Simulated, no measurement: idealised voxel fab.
process module | voxel trench capacitor
cross-section cut | 280 nm wide | cells 5 nm
A cross-section is a grid of square cells, given in bands from the top down. A band is one or more rows of cells.
Each band's line starts with the height of the band's top and of its bottom, in nm. Then come its materials from left to right, each with its width in nm. One material with "throughout" fills the band from edge to edge. "air" is empty space.
Height 0 is the level under which the wafer as received is all one material. The lowest band goes on downwards, as in "0 down".
A width such as "30 to 40" changes by the same amount from each row of cells to the next, from the band's top row to its bottom row.
"no change" after a step means that no cell of the cross-section changed.
closed voids: empty space of 8 cells or more with no open way to the top, each as width x height at its distance from the left edge, in nm
after a step's settings: what the simulator itself notes on the step
overlay nm, on a step with a mask: how far to the right of its planned place the mask lay; to the left if negative
plan
1 op RECEIVE | material Si
2 op CONFORMAL_DEP | material SiN | thk nm 10
3 op DIRECTIONAL_DEP | material aC | thk nm 10
4 op PATTERN | tone open | mask id TRENCH | material resist | width nm 15 | pitch nm 30 | thk nm 25 | overlay nm 0
5 op DIRECTIONAL_ETCH | etch materials aC | depth nm 10
6 op STRIP | etch materials resist
7 op DIRECTIONAL_ETCH | etch materials SiN | depth nm 10
8 op DIRECTIONAL_ETCH | etch materials Si | depth nm 30
9 op STRIP | etch materials aC
10 op CONFORMAL_DEP | material Al2O3 | thk nm 5
11 op FILL_DEP | material polySi | thk nm 5
12 op CMP | height nm 10
as received, after step 1
  0 down: Si throughout
  closed voids: none
a wafer at the end: this start, this plan, one mistake
  10 to 0: SiN 115 | Al2O3 5 | polySi 5 | Al2O3 5 | SiN 15 | Al2O3 5 | polySi 5 | Al2O3 5 | SiN 120
  0 to -55: Si 115 | Al2O3 5 | polySi 5 | Al2O3 5 | Si 15 | Al2O3 5 | polySi 5 | Al2O3 5 | Si 120
  -55 to -60: Si 115 | Al2O3 15 | Si 15 | Al2O3 15 | Si 120
  -60 down: Si throughout
  closed voids: none
what went wrong: step 8 was run twice
